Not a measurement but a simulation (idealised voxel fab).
process module | voxel air gaps
cross-section cut | 230 nm wide | cells 5 nm
A cross-section is a grid of square cells, given in bands from the top down. A band is one or more rows of cells.
Each band's line starts with the height of the band's top and of its bottom, in nm. Then come its materials from left to right, each with its width in nm. One material with "throughout" fills the band from edge to edge. "air" is empty space.
Height 0 is the level under which the wafer as received is all one material. The lowest band goes on downwards, as in "0 down".
A width such as "30 to 40" changes by the same amount from each row of cells to the next, from the band's top row to its bottom row.
"no change" after a step means that no cell of the cross-section changed.
closed voids: empty space of 8 cells or more with no open way to the top, each as width x height at its distance from the left edge, in nm
after a step's settings: what the simulator itself notes on the step
overlay nm, on a step with a mask: how far to the right of its planned place the mask lay; to the left if negative
plan
1 op RECEIVE | material Si
2 op CONFORMAL_DEP | material SiO2 | thk nm 10
3 op CONFORMAL_DEP | material SiN | thk nm 5
4 op DIRECTIONAL_DEP | material lowk | thk nm 40
5 op DIRECTIONAL_DEP | material aC | thk nm 15
6 op PATTERN | tone open | mask id LINES | material resist | width nm 20 | pitch nm 45 | thk nm 30 | overlay nm 0
7 op DIRECTIONAL_ETCH | etch materials aC | depth nm 15
8 op STRIP | etch materials resist
9 op DIRECTIONAL_ETCH | etch materials lowk | depth nm 40
10 op STRIP | etch materials aC
11 op CONFORMAL_DEP | material TiN | thk nm 5
12 op FILL_DEP | material Cu | thk nm 5
13 op CMP | height nm 45
14 op EPI | material Ru | thk nm 10
15 op SELECTIVE_ETCH | etch materials lowk | depth nm 50
16 op CONFORMAL_DEP | material SiCN | thk nm 5
varied across the wafers: height nm of step 13. The plan shows the first wafer's value. All wafers start alike
first wafer as received, after step 1
  0 down: Si throughout
  closed voids: none
first wafer at the end, after step 16
  60 to 55: air 45 | SiCN 140 | air 45
  55 to 45: air 45 | SiCN 5 | Ru 40 | SiCN 5 | Ru 40 | SiCN 5 | Ru 40 | SiCN 5 | air 45
  45 to 40: air 45 | SiCN 15 | TiN 5 | Cu 10 | TiN 5 | SiCN 25 | TiN 5 | Cu 10 | TiN 5 | SiCN 25 | TiN 5 | Cu 10 | TiN 5 | SiCN 15 | air 45
  40 to 20: air 55 | SiCN 5 | TiN 5 | Cu 10 | TiN 5 | SiCN 5 | air 15 | SiCN 5 | TiN 5 | Cu 10 | TiN 5 | SiCN 5 | air 15 | SiCN 5 | TiN 5 | Cu 10 | TiN 5 | SiCN 5 | air 55
  20 to 15: SiCN 60 | TiN 20 | SiCN 25 | TiN 20 | SiCN 25 | TiN 20 | SiCN 60
  15 to 10: SiN throughout
  10 to 0: SiO2 throughout
  0 down: Si throughout
  closed voids: 15 x 20 at 85; 15 x 20 at 130
last wafer at the end
  80 to 75: SiCN throughout
  75 to 65: Ru throughout
  65 to 60: Cu throughout
  60 to 55: TiN 65 | Cu 10 | TiN 35 | Cu 10 | TiN 35 | Cu 10 | TiN 65
  55 to 20: lowk 60 | TiN 5 | Cu 10 | TiN 5 | lowk 25 | TiN 5 | Cu 10 | TiN 5 | lowk 25 | TiN 5 | Cu 10 | TiN 5 | lowk 60
  20 to 15: lowk 60 | TiN 20 | lowk 25 | TiN 20 | lowk 25 | TiN 20 | lowk 60
  15 to 10: SiN throughout
  10 to 0: SiO2 throughout
  0 down: Si throughout
  closed voids: none
each wafer at the end: cells of each material gained (+) or lost (-) since it was received, then its closed voids
height nm 45 | +30 Cu | +48 Ru | +110 SiCN | +46 SiN | +92 SiO2 | +42 TiN | closed voids: 15 x 20 at 85; 15 x 20 at 130
height nm 50 | +36 Cu | +48 Ru | +116 SiCN | +46 SiN | +92 SiO2 | +48 TiN | closed voids: 15 x 25 at 85; 15 x 25 at 130
height nm 55 | +42 Cu | +48 Ru | +122 SiCN | +46 SiN | +92 SiO2 | +54 TiN | closed voids: 15 x 30 at 85; 15 x 30 at 130
height nm 60 | +48 Cu | +92 Ru | +46 SiCN | +46 SiN | +92 SiO2 | +94 TiN | +272 lowk | closed voids: none
height nm 65 | +94 Cu | +92 Ru | +46 SiCN | +46 SiN | +92 SiO2 | +94 TiN | +272 lowk | closed voids: none
